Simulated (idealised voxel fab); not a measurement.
process module | voxel plated lines
cross-section cut | 185 nm wide | cells 5 nm
A cross-section is a grid of square cells, given in bands from the top down. A band is one or more rows of cells.
Each band's line starts with the height of the band's top and of its bottom, in nm. Then come its materials from left to right, each with its width in nm. One material with "throughout" fills the band from edge to edge. "air" is empty space.
Height 0 is the level under which the wafer as received is all one material. The lowest band goes on downwards, as in "0 down".
A width such as "30 to 40" changes by the same amount from each row of cells to the next, from the band's top row to its bottom row.
"no change" after a step means that no cell of the cross-section changed.
closed voids: empty space of 8 cells or more with no open way to the top, each as width x height at its distance from the left edge, in nm
after a step's settings: what the simulator itself notes on the step
overlay nm, on a step with a mask: how far to the right of its planned place the mask lay; to the left if negative
plan
1 op RECEIVE | material Si
2 op CONFORMAL_DEP | material Al2O3 | thk nm 15
3 op DIRECTIONAL_DEP | material TiN | thk nm 5
4 op PATTERN | tone open | mask id LINES | material resist | width nm 15 | pitch nm 55 | thk nm 30 | overlay nm 0
5 op EPI | material Ru | thk nm 5
6 op EPI | material Ru | thk nm 10
7 op STRIP | etch materials resist
8 op DIRECTIONAL_ETCH | etch materials TiN | depth nm 5
9 op CONFORMAL_DEP | material SiN | thk nm 10
varied across the wafers: width nm of step 4. The plan shows the first wafer's value. All wafers start alike
first wafer as received, after step 1
  0 down: Si throughout
  closed voids: none
first wafer at the end, after step 9
  45 to 35: air 45 | SiN 35 | air 20 | SiN 35 | air 50
  35 to 25: air 45 | SiN 10 | Ru 15 | SiN 10 | air 20 | SiN 10 | Ru 15 | SiN 10 | air 50
  25 to 20: SiN 55 | Ru 15 | SiN 40 | Ru 15 | SiN 60
  20 to 15: SiN 55 | TiN 15 | SiN 40 | TiN 15 | SiN 60
  15 to 0: Al2O3 throughout
  0 down: Si throughout
  closed voids: none
last wafer at the end
  45 to 35: air 35 | SiN 115 | air 35
  35 to 25: air 35 | SiN 10 | Ru 40 | SiN 15 | Ru 40 | SiN 10 | air 35
  25 to 20: SiN 45 | Ru 40 | SiN 15 | Ru 40 | SiN 45
  20 to 15: SiN 45 | TiN 40 | SiN 15 | TiN 40 | SiN 45
  15 to 0: Al2O3 throughout
  0 down: Si throughout
  closed voids: none
each wafer at the end: cells of each material gained (+) or lost (-) since it was received, then its closed voids
width nm 15 | +111 Al2O3 | +18 Ru | +106 SiN | +6 TiN | closed voids: none
width nm 20 | +111 Al2O3 | +24 Ru | +106 SiN | +8 TiN | closed voids: none
width nm 25 | +111 Al2O3 | +30 Ru | +106 SiN | +10 TiN | closed voids: none
width nm 30 | +111 Al2O3 | +36 Ru | +106 SiN | +12 TiN | closed voids: none
width nm 35 | +111 Al2O3 | +42 Ru | +106 SiN | +14 TiN | closed voids: none
width nm 40 | +111 Al2O3 | +48 Ru | +102 SiN | +16 TiN | closed voids: none
